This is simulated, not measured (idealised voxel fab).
The following is a process module called voxel local oxidation.
The cross-section shown here is cut; it is 205 nm wide and divided into square cells measuring 5 nm on a side.
In this document a cross-section is written as a grid of square cells. It is given as a series of bands, listed from the top down, and a band is one or more rows of cells.
Each band's line starts with the height of the band's top and of its bottom, in nm. Then come its materials from left to right, each with its width in nm. One material with "edge to edge" fills the band from edge to edge. "blank" is empty space.
Below 0: as-received wafer, all one material; heights counted from there. Lowest band: no bottom, goes on down, written "0 and below".
Read "30->40" as a graded width: first number on top, second number at the bottom, same change between each pair of neighbouring rows.
No cell of the cross-section changed in a step that is given as "same as before".
Look at "Cavities, sealed" for the closed voids: empty spaces with no open path to the top, sized 8 cells or up. Each is width x height at distance, distance from the left edge, all nm.
Whatever follows a step's settings on its line is a remark the simulator itself makes about that step.
When a step includes a mask, the "overlay nm" setting on its line states how far to the right of its planned place that mask lay, and negative values state how far to the left.

Steps in the process plan:
| 1 | RECEIVE | material Si |
| 2 | CONFORMAL_DEP | material SiO2 | thk nm 5 |
| 3 | CONFORMAL_DEP | material SiN | thk nm 10 |
| 4 | DIRECTIONAL_DEP | material aC | thk nm 15 |
| 5 | PATTERN | tone cover | mask id ACTIVE | material resist | width nm 105 | thk nm 30 | overlay nm 0 |
| 6 | DIRECTIONAL_ETCH | etch materials aC | depth nm 15 |
| 7 | STRIP | etch materials resist |
| 8 | DIRECTIONAL_ETCH | etch materials SiN | depth nm 10 |
| 9 | STRIP | etch materials aC |
| 10 | SELECTIVE_ETCH | etch materials SiO2 | depth nm 5 |
| 11 | OXIDIZE | depth nm 15 |
| 12 | STRIP | etch materials SiN |

First wafer out of two, processed as planned:

Wafer as received: cross-section following step 1:
    0 and below: Si edge to edge
    Cavities, sealed: none

Cross-section: wafer state after step 2:
    5 down to 0: SiO2 edge to edge
    Note: structure below 0 unchanged.

Cross-section: wafer state after step 3:
    15 down to 5: SiN edge to edge
    Note: structure below 5 unchanged.

Cross-section: wafer state after step 4:
    30 down to 15: aC edge to edge
    Note: structure below 15 unchanged.

Cross-section: wafer state after step 5:
    60 down to 30: 50 of blank; 105 of resist; 50 of blank
    Note: structure below 30 unchanged.

Cross-section: wafer state after step 6:
    45 down to 30: 50 of blank; 105 of resist; 50 of blank
    30 down to 15: 50 of blank; 105 of aC; 50 of blank
    Note: structure below 15 unchanged.

Cross-section: wafer state after step 7:
    30 down to 15: 50 of blank; 105 of aC; 50 of blank
    Note: structure below 15 unchanged.

Cross-section: wafer state after step 8:
    30 down to 15: 50 of blank; 105 of aC; 50 of blank
    15 down to 5: 50 of blank; 105 of SiN; 50 of blank
    Note: structure below 5 unchanged.

Cross-section: wafer state after step 9:
    15 down to 5: 50 of blank; 105 of SiN; 50 of blank
    Note: structure below 5 unchanged.

Cross-section: wafer state after step 10:
    15 down to 5: 50 of blank; 105 of SiN; 50 of blank
    5 down to 0: 55 of blank; 95 of SiO2; 55 of blank
    Note: structure below 0 unchanged.

Cross-section: wafer state after step 11:
    15 down to 5: 50 of blank; 105 of SiN; 50 of blank
    5 down to 0: 55 of blank; 95 of SiO2; 55 of blank
    0 down to -15: 70 of SiO2; 65 of Si; 70 of SiO2
    Note: structure below -15 unchanged.

Cross-section: wafer state after step 12:
    5 down to 0: 55 of blank; 95 of SiO2; 55 of blank
    Note: structure below 0 unchanged.

Second wafer, same starting state and plan as the first, one mistake in the run, identical through step 4:

Second wafer profile in section, at the moment step 5 of the plan was meant to be complete:
    60 down to 30: 50 of resist; 105 of blank; 50 of resist
    Note: structure below 30 unchanged.

Second wafer profile in section, at the moment step 6 of the plan was meant to be complete:
    45 down to 30: 50 of resist; 105 of blank; 50 of resist
    30 down to 15: 50 of aC; 105 of blank; 50 of aC
    Note: structure below 15 unchanged.

Second wafer profile in section, at the moment step 7 of the plan was meant to be complete:
    30 down to 15: 50 of aC; 105 of blank; 50 of aC
    Note: structure below 15 unchanged.

Second wafer profile in section, at the moment step 8 of the plan was meant to be complete:
    30 down to 15: 50 of aC; 105 of blank; 50 of aC
    15 down to 5: 50 of SiN; 105 of blank; 50 of SiN
    Note: structure below 5 unchanged.

Second wafer profile in section, at the moment step 9 of the plan was meant to be complete:
    15 down to 5: 50 of SiN; 105 of blank; 50 of SiN
    Note: structure below 5 unchanged.

Second wafer profile in section, at the moment step 10 of the plan was meant to be complete:
    15 down to 5: 50 of SiN; 105 of blank; 50 of SiN
    5 down to 0: 45 of SiO2; 115 of blank; 45 of SiO2
    Note: structure below 0 unchanged.

Second wafer profile in section, at the moment step 11 of the plan was meant to be complete:
    15 down to 5: 50 of SiN; 105 of blank; 50 of SiN
    5 down to 0: 45 of SiO2; 115 of blank; 45 of SiO2
    0 down to -15: 30 of Si; 145 of SiO2; 30 of Si
    Note: structure below -15 unchanged.

Second wafer profile in section, at the moment step 12 of the plan was meant to be complete:
    5 down to 0: 45 of SiO2; 115 of blank; 45 of SiO2
    Note: structure below 0 unchanged.
In executing the process, a mistake was made relative to the plan: rather than as planned, step 5 actually ran as PATTERN | tone open | mask id ACTIVE | material resist | width nm 105 | thk nm 30 | overlay nm 0
Final difference in cells, second wafer against first, listed per material as more or fewer: -3 Si, +2 SiO2
